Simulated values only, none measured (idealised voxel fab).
Documented hereafter: the process module known as voxel released beams.
Section shown: cut. Width: 275 nm. Cell size: 5 nm, square.
Bands, listed from the top down, are how a cross-section gets written in this document; the cross-section itself is a grid of square cells, and a band is one or more rows of them. The entry gives the band's vertical extent as a top height and a bottom height in nm, then its horizontal make-up as materials from left to right, each with a width in nm. "air" stands for empty space; a single material marked "full width" fills the band edge to edge. Heights from 0 (as-received wafer is one material below). Bottom band endless downward, as "0 down". Graded width ("30..40"): value in top row of band = first number; value in bottom row = second number; row-to-row change constant. When a step is marked "no modifications", none of the cells in the cross-section changed during that step. So "Cavities, sealed" is basically the list of trapped voids: any empty space of 8 cells or more that can't reach the top through an opening. They're written width x height at distance, the distance being from the left edge, and it's all nm. Where a step's line continues beyond its settings, the continuation is a remark by the simulator itself on that step. You can add "overlay nm" to a step's line. For a step with a mask, it describes how far the mask lay to the right of its planned position, and a negative number describes a lay to the left.

The planned process steps are enumerated hereunder
- 1: RECEIVE: material Si
- 2: CONFORMAL_DEP: material Al2O3, thk nm 5
- 3: DIRECTIONAL_DEP: material SiO2, thk nm 20
- 4: MASKED_ETCH: tone open, mask id ANCHOR, width nm 25, etch materials SiO2, depth nm 20, overlay nm 0
- 5: CONFORMAL_DEP: material SiN, thk nm 10
- 6: DIRECTIONAL_DEP: material aC, thk nm 10
- 7: PATTERN: tone cover, mask id BEAM, material resist, width nm 75, thk nm 25, overlay nm 0
- 8: DIRECTIONAL_ETCH: etch materials aC, depth nm 10
- 9: STRIP: etch materials resist
- 10: DIRECTIONAL_ETCH: etch materials SiN, depth nm 10
- 11: STRIP: etch materials aC
- 12: STRIP: etch materials SiO2

Here's what the wafer looked like in cross-section when it arrived - that's after step 1
  0 down  Si full width
  Cavities, sealed: none

Looking at the first of two wafers in cross-section at end of module - ran to plan
  35 to 25  95 of air  15 of SiN  5 of air  55 of SiN  105 of air
  25 to 15  100 of air  10 of SiN  5 of air  10 of SiN  150 of air
  15 to 5  100 of air  25 of SiN  150 of air
  5 to 0  Al2O3 full width
  0 down  Si full width
  Cavities, sealed: none

This is the second of the two wafers, cross-sectioned at the end of the module; it started exactly like the first and was given the same plan, but it was run with one mistake
  35 to 25  95 of air  40 of SiN  140 of air
  25 to 15  90 of air  10 of SiN  25 of SiO2  10 of SiN  140 of air
  15 to 5  90 of air  10 of SiN  25 of SiO2  45 of SiN  105 of air
  5 to 0  Al2O3 full width
  0 down  Si full width
  Cavities, sealed: none
Finding, execution versus plan: step 4, actual vs plan mismatch, actual run MASKED_ETCH: tone cover, mask id ANCHOR, width nm 25, etch materials SiO2, depth nm 20, overlay nm 0
Once processing is complete, comparing cell counts shows that the second wafer has more or fewer of certain materials than the first: 20 more of SiO2
